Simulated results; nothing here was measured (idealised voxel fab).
process module | voxel ribs on slabs
cross-section cut | 245 nm wide | cells 5 nm
A cross-section is a grid of square cells, given in bands from the top down. A band is one or more rows of cells.
Each band's line starts with the height of the band's top and of its bottom, in nm. Then come its materials from left to right, each with its width in nm. One material with "throughout" fills the band from edge to edge. "air" is empty space.
Height 0 is the level under which the wafer as received is all one material. The lowest band goes on downwards, as in "0 down".
A width such as "30 to 40" changes by the same amount from each row of cells to the next, from the band's top row to its bottom row.
"no change" after a step means that no cell of the cross-section changed.
closed voids: empty space of 8 cells or more with no open way to the top, each as width x height at its distance from the left edge, in nm
after a step's settings: what the simulator itself notes on the step
overlay nm, on a step with a mask: how far to the right of its planned place the mask lay; to the left if negative
plan
1 op RECEIVE | material Si
2 op DIRECTIONAL_DEP | material SiO2 | thk nm 20
3 op DIRECTIONAL_DEP | material polySi | thk nm 25
4 op MASKED_ETCH | tone cover | mask id RIB | width nm 30 | etch materials polySi | depth nm 5 | overlay nm 0
5 op DIRECTIONAL_DEP | material aC | thk nm 15
6 op PATTERN | tone cover | mask id SLAB | material resist | width nm 70 | thk nm 30 | overlay nm 0
7 op DIRECTIONAL_ETCH | etch materials aC | depth nm 15
8 op STRIP | etch materials resist
9 op DIRECTIONAL_ETCH | etch materials polySi | depth nm 20
10 op STRIP | etch materials aC
11 op FILL_DEP | material SiO2 | thk nm 25
12 op CMP | height nm 65
13 op DIRECTIONAL_DEP | material W | thk nm 10
14 op PATTERN | tone cover | mask id HEATER | material resist | width nm 40 | thk nm 15 | overlay nm 0
15 op DIRECTIONAL_ETCH | etch materials W | depth nm 10
16 op STRIP | etch materials resist
17 op CONFORMAL_DEP | material SiO2 | thk nm 10
first wafer, as planned
as received, after step 1
  0 down: Si throughout
  closed voids: none
after step 2
  20 to 0: SiO2 throughout
  below 0: unchanged
after step 3
  45 to 20: polySi throughout
  below 20: unchanged
after step 4
  45 to 40: air 105 | polySi 30 | air 110
  below 40: unchanged
after step 5
  60 to 55: air 105 | aC 30 | air 110
  55 to 45: aC throughout
  45 to 40: aC 105 | polySi 30 | aC 110
  below 40: unchanged
after step 6
  90 to 60: air 85 | resist 70 | air 90
  60 to 55: air 85 | resist 20 | aC 30 | resist 20 | air 90
  below 55: unchanged
after step 7
  75 to 60: air 85 | resist 70 | air 90
  60 to 55: air 85 | resist 20 | aC 30 | resist 20 | air 90
  55 to 45: air 85 | aC 70 | air 90
  45 to 40: air 85 | aC 20 | polySi 30 | aC 20 | air 90
  below 40: unchanged
after step 8
  60 to 55: air 105 | aC 30 | air 110
  below 55: unchanged
after step 9
  60 to 55: air 105 | aC 30 | air 110
  55 to 45: air 85 | aC 70 | air 90
  45 to 40: air 85 | aC 20 | polySi 30 | aC 20 | air 90
  40 to 20: air 85 | polySi 70 | air 90
  below 20: unchanged
after step 10
  45 to 40: air 105 | polySi 30 | air 110
  below 40: unchanged
after step 11
  70 to 45: SiO2 throughout
  45 to 40: SiO2 105 | polySi 30 | SiO2 110
  40 to 20: SiO2 85 | polySi 70 | SiO2 90
  below 20: unchanged
after step 12
  65 to 45: SiO2 throughout
  below 45: unchanged
after step 13
  75 to 65: W throughout
  below 65: unchanged
after step 14
  90 to 75: air 100 | resist 40 | air 105
  below 75: unchanged
after step 15
  90 to 75: air 100 | resist 40 | air 105
  75 to 65: air 100 | W 40 | air 105
  below 65: unchanged
after step 16
  75 to 65: air 100 | W 40 | air 105
  below 65: unchanged
after step 17
  85 to 75: air 90 | SiO2 60 | air 95
  75 to 65: SiO2 100 | W 40 | SiO2 105
  below 65: unchanged
second wafer: like start, like plan, one mistake. Through step 16 it matches the first wafer
when step 17 should have ended: no change
what went wrong: step 17 was left out
at the end the second wafer has, in cells: 106 fewer of SiO2
